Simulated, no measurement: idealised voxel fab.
A process module follows: voxel ribs on slabs.
cross-section cut | 155 nm wide | cells 5 nm
Cross-sections here: square-cell grids, written as top-down lists of bands, a band being one or more rows of cells.
Band entry format. Leading values: height of top, height of bottom, nm. Remainder: materials in left-to-right order, each with its width in nm. Special words: "throughout" on a single material, which then fills the band edge to edge; "empty", empty space.
Heights are reckoned from 0. Under this level, the received wafer is all of one material. The bottommost band is open-ended downward, for example "0 nm and below".
A two-number width, for instance "30 to 40", indicates that the width is equal to the first number in the top row of the band and to the second number in the bottom row, and that it changes by a constant amount per row of cells.
The designation "nothing got changed", where it is given for a processing step, indicates that no cell of the cross-section was altered in the course of that step.
"Cavities, sealed": empty spaces of 8 cells or more with no open way to the top, each given as width x height at distance, distance from the left edge, all in nm.
Whatever follows a step's settings on its line is a remark the simulator itself makes about that step.
Each step line may optionally specify "overlay nm", which for a step with a mask gives the rightward distance between the mask's planned place and where it lay, a negative value indicating the leftward direction.

THIS SECTION LISTS THE PROCESS STEPS THAT WERE PLANNED
1. RECEIVE [material Si]
2. DIRECTIONAL_DEP [material SiO2] [thk nm 20]
3. DIRECTIONAL_DEP [material SiN] [thk nm 25]
4. PATTERN [tone cover] [mask id RIB] [material resist] [width nm 30] [thk nm 20] [overlay nm 0]
5. DIRECTIONAL_ETCH [etch materials SiN] [depth nm 15]
6. STRIP [etch materials resist]
7. MASKED_ETCH [tone cover] [mask id SLAB] [width nm 90] [etch materials SiN] [depth nm 10] [overlay nm 0]
8. FILL_DEP [material SiO2] [thk nm 15]
9. CMP [height nm 55]
10. DIRECTIONAL_DEP [material W] [thk nm 10]
11. PATTERN [tone cover] [mask id HEATER] [material resist] [width nm 40] [thk nm 20] [overlay nm 0]
12. DIRECTIONAL_ETCH [etch materials W] [depth nm 10]
13. STRIP [etch materials resist]
14. CONFORMAL_DEP [material SiO2] [thk nm 5]

THIS IS THE CROSS-SECTION OF THE WAFER AS WE RECEIVED IT, I.E. AFTER STEP 1
> 0 nm and below  Si throughout
> Cavities, sealed: none

WAFER CROSS-SECTION AT MODULE END: FIRST OF TWO, RUN TO PLAN
> 70 nm to 65 nm  empty 50 nm / SiO2 50 nm / empty 55 nm
> 65 nm to 60 nm  empty 50 nm / SiO2 5 nm / W 40 nm / SiO2 5 nm / empty 55 nm
> 60 nm to 55 nm  SiO2 55 nm / W 40 nm / SiO2 60 nm
> 55 nm to 45 nm  SiO2 throughout
> 45 nm to 30 nm  SiO2 60 nm / SiN 30 nm / SiO2 65 nm
> 30 nm to 20 nm  SiO2 30 nm / SiN 90 nm / SiO2 35 nm
> 20 nm to 0 nm  SiO2 throughout
> 0 nm and below  Si throughout
> Cavities, sealed: none

SECOND WAFER OF THE TWO, SECTIONED AT THE END OF THE MODULE. IT BEGAN LIKE THE FIRST AND FOLLOWED THE SAME PLAN, BUT ONE MISTAKE WAS MADE WHILE RUNNING IT
> 70 nm to 65 nm  empty 50 nm / SiO2 50 nm / empty 55 nm
> 65 nm to 60 nm  empty 50 nm / SiO2 5 nm / W 40 nm / SiO2 5 nm / empty 55 nm
> 60 nm to 55 nm  SiO2 55 nm / W 40 nm / SiO2 60 nm
> 55 nm to 50 nm  SiO2 60 nm / SiN 30 nm / SiO2 65 nm
> 50 nm to 40 nm  SiO2 30 nm / SiN 90 nm / SiO2 35 nm
> 40 nm to 0 nm  SiO2 throughout
> 0 nm and below  Si throughout
> Cavities, sealed: none
Against the plan, the run slipped here: step 2 in the plan was executed twice
Per the end-of-run cell counts, the second wafer holds more or fewer of some materials than the first: 12 fewer of SiN; 12 more of SiO2
